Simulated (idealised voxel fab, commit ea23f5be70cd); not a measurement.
process module | voxel capacitor over wiring
cross-section cut | 160 nm wide | cells 5 nm
A cross-section is a grid of square cells, given in bands from the top down. A band is one or more rows of cells.
Each band's line starts with the height of the band's top and of its bottom, in nm. Then come its materials from left to right, each with its width in nm. One material with "throughout" fills the band from edge to edge. "air" is empty space.
Height 0 is the level under which the wafer as received is all one material. The lowest band goes on downwards, as in "0 down".
A width such as "30 to 40" changes by the same amount from each row of cells to the next, from the band's top row to its bottom row.
"no change" after a step means that no cell of the cross-section changed.
closed voids: empty space of 8 cells or more with no open way to the top, each as width x height at its distance from the left edge, in nm
after a step's settings: what the simulator itself notes on the step
overlay nm, on a step with a mask: how far to the right of its planned place the mask lay; to the left if negative
Each pair below shows a cross-section before one step and the cross-section after it, down to the lowest band that changed. The line under each pair gives the step between them, with its settings. The pairs can come from different runs of this module on the same starting wafer, so a pair continues from the pair above only where its "before" says so.
before
  75 to 65: TiN throughout
  65 to 45: SiO2 30 | TiN 5 | Cu 5 | TiN 5 | SiO2 115
  45 to 40: SiCN 30 | TiN 15 | SiCN 115
  40 to 20: W 15 | lowk 30 | W 65 | lowk 30 | W 20
  20 to 15: TiN 15 | lowk 30 | TiN 65 | lowk 30 | TiN 20
  15 to 0: SiO2 throughout
  0 down: Si throughout
  closed voids: none
after
  80 to 75: SiN throughout
  below 75: unchanged
  closed voids: none
the step between: op DIRECTIONAL_DEP | material SiN | thk nm 5
before: the cross-section after the pair above
after
  85 to 80: TiN throughout
  below 80: unchanged
  closed voids: none
the step between: op DIRECTIONAL_DEP | material TiN | thk nm 5
before: the cross-section after the pair above
after
  100 to 85: air 30 | resist 70 | air 60
  below 85: unchanged
  closed voids: none
the step between: op PATTERN | tone cover | mask id UPPER_PLATE | material resist | width nm 70 | thk nm 15 | overlay nm 0
before: the cross-section after the pair above
after
  100 to 85: air 30 | resist 70 | air 60
  85 to 80: air 30 | TiN 70 | air 60
  below 80: unchanged
  closed voids: none
the step between: op DIRECTIONAL_ETCH | etch materials TiN | depth nm 5
before: the cross-section after the pair above
after
  100 to 85: air 30 | resist 70 | air 60
  85 to 80: air 30 | TiN 70 | air 60
  80 to 75: air 30 | SiN 70 | air 60
  below 75: unchanged
  closed voids: none
the step between: op DIRECTIONAL_ETCH | etch materials SiN | depth nm 5
before: the cross-section after the pair above
after
  85 to 80: air 30 | TiN 70 | air 60
  below 80: unchanged
  closed voids: none
the step between: op STRIP | etch materials resist
before: the cross-section after the pair above
after
  100 to 85: air 25 | resist 80 | air 55
  85 to 80: air 25 | resist 5 | TiN 70 | resist 5 | air 55
  80 to 75: air 25 | resist 5 | SiN 70 | resist 5 | air 55
  below 75: unchanged
  closed voids: none
the step between: op PATTERN | tone cover | mask id LOWER_PLATE | material resist | width nm 80 | thk nm 15 | overlay nm 0
before: the cross-section after the pair above
after
  100 to 85: air 25 | resist 80 | air 55
  85 to 80: air 25 | resist 5 | TiN 70 | resist 5 | air 55
  80 to 75: air 25 | resist 5 | SiN 70 | resist 5 | air 55
  75 to 65: air 25 | TiN 80 | air 55
  below 65: unchanged
  closed voids: none
the step between: op DIRECTIONAL_ETCH | etch materials TiN | depth nm 10
before: the cross-section after the pair above
after
  85 to 80: air 30 | TiN 70 | air 60
  80 to 75: air 30 | SiN 70 | air 60
  below 75: unchanged
  closed voids: none
the step between: op STRIP | etch materials resist
before: the cross-section after the pair above
after
  105 to 85: SiO2 throughout
  85 to 80: SiO2 30 | TiN 70 | SiO2 60
  80 to 75: SiO2 30 | SiN 70 | SiO2 60
  75 to 65: SiO2 25 | TiN 80 | SiO2 55
  below 65: unchanged
  closed voids: none
the step between: op FILL_DEP | material SiO2 | thk nm 20
before: the cross-section after the pair above
after
  100 to 85: SiO2 throughout
  below 85: unchanged
  closed voids: none
the step between: op CMP | height nm 100
before: the cross-section after the pair above
after
  100 to 85: SiO2 40 | air 15 | SiO2 105
  below 85: unchanged
  closed voids: none
the step between: op MASKED_ETCH | tone open | mask id PLUG_2 | width nm 15 | etch materials SiO2 | depth nm 15 | overlay nm 0
before: the cross-section after the pair above
after
  105 to 100: TiN 45 | air 5 | TiN 110
  100 to 90: SiO2 40 | TiN 5 | air 5 | TiN 5 | SiO2 105
  90 to 80: SiO2 40 to 30 | TiN 15 to 70 | SiO2 105 to 60
  below 80: unchanged
  closed voids: none
the step between: op CONFORMAL_DEP | material TiN | thk nm 5
before: the cross-section after the pair above
after
  115 to 105: Ru throughout
  105 to 100: TiN 45 | Ru 5 | TiN 110
  100 to 90: SiO2 40 | TiN 5 | Ru 5 | TiN 5 | SiO2 105
  below 90: unchanged
  closed voids: none
the step between: op FILL_DEP | material Ru | thk nm 10
before: the cross-section after the pair above
after
  100 to 90: SiO2 40 | TiN 5 | Ru 5 | TiN 5 | SiO2 105
  below 90: unchanged
  closed voids: none
the step between: op CMP | height nm 100
before: the cross-section after the pair above
after
  105 to 100: SiCN throughout
  below 100: unchanged
  closed voids: none
the step between: op CONFORMAL_DEP | material SiCN | thk nm 5
